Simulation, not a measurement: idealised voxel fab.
Title: Process Module voxel released beams
The width of the displayed cross-section, cut, is 185 nm; its cells are square, with a size of 5 nm.
Each cross-section below is a grid of square cells, stated as bands in top-down order, with one or more rows of cells making up each band.
The band entry comprises the height of the band's top followed by the height of its bottom, expressed in nm, and subsequently the band's materials from left to right, each stated together with its width in nm. Where a single material is marked with the word "throughout", that material fills the band from edge to edge. The word "blank" represents empty space.
Basically, 0 is our baseline, since under it the wafer straight out of the box is all one material. The bottom band has no lower end and keeps on going down, so it looks like "top 0, no bottom".
It should be noted that a width expressed as "30->40" varies in equal increments from row to row of cells within the band, taking the value of the first number at the top row and that of the second number at the bottom row.
Step marked "nothing got changed"? Then no cell in the cross-section changed in it.
In the "Sealed-off cavities" entry, you get each enclosed empty space of 8 cells or more, one with no open way to the top, written width x height at distance, distance from the left edge, in nm.
It should be noted that, on the line of a given step, the content following the step's settings is a remark produced by the simulator itself with respect to that step.
overlay nm: right-of-plan distance of the mask on a masked step; negative values mean left-of-plan.
# Here's what the planned process steps look like
step 1: op RECEIVE | material Si
step 2: op CONFORMAL_DEP | material SiN | thk nm 10
step 3: op DIRECTIONAL_DEP | material SiO2 | thk nm 10
step 4: op PATTERN | tone open | mask id ANCHOR | material resist | width nm 25 | thk nm 15 | overlay nm 0
step 5: op DIRECTIONAL_ETCH | etch materials SiO2 | depth nm 10
step 6: op STRIP | etch materials resist
step 7: op CONFORMAL_DEP | material TiN | thk nm 10
step 8: op MASKED_ETCH | tone cover | mask id BEAM | width nm 95 | etch materials TiN | depth nm 10 | overlay nm 0
step 9: op STRIP | etch materials SiO2
# Wafer as received: cross-section following step 1
top 0, no bottom: Si throughout
Sealed-off cavities: none
# Starting structure and process plan are as shown above, but one mistake was made in running the module; the wafer cross-section at the end of the module follows
top 20, bottom 10: blank: 45, then TiN: 10, then blank: 5, then TiN: 10, then blank: 115
top 10, bottom 0: SiN throughout
top 0, no bottom: Si throughout
Sealed-off cavities: none
Which mistake was made when the wafer was run? step 8 ran as: op MASKED_ETCH | tone open | mask id BEAM | width nm 95 | etch materials TiN | depth nm 10 | overlay nm 0
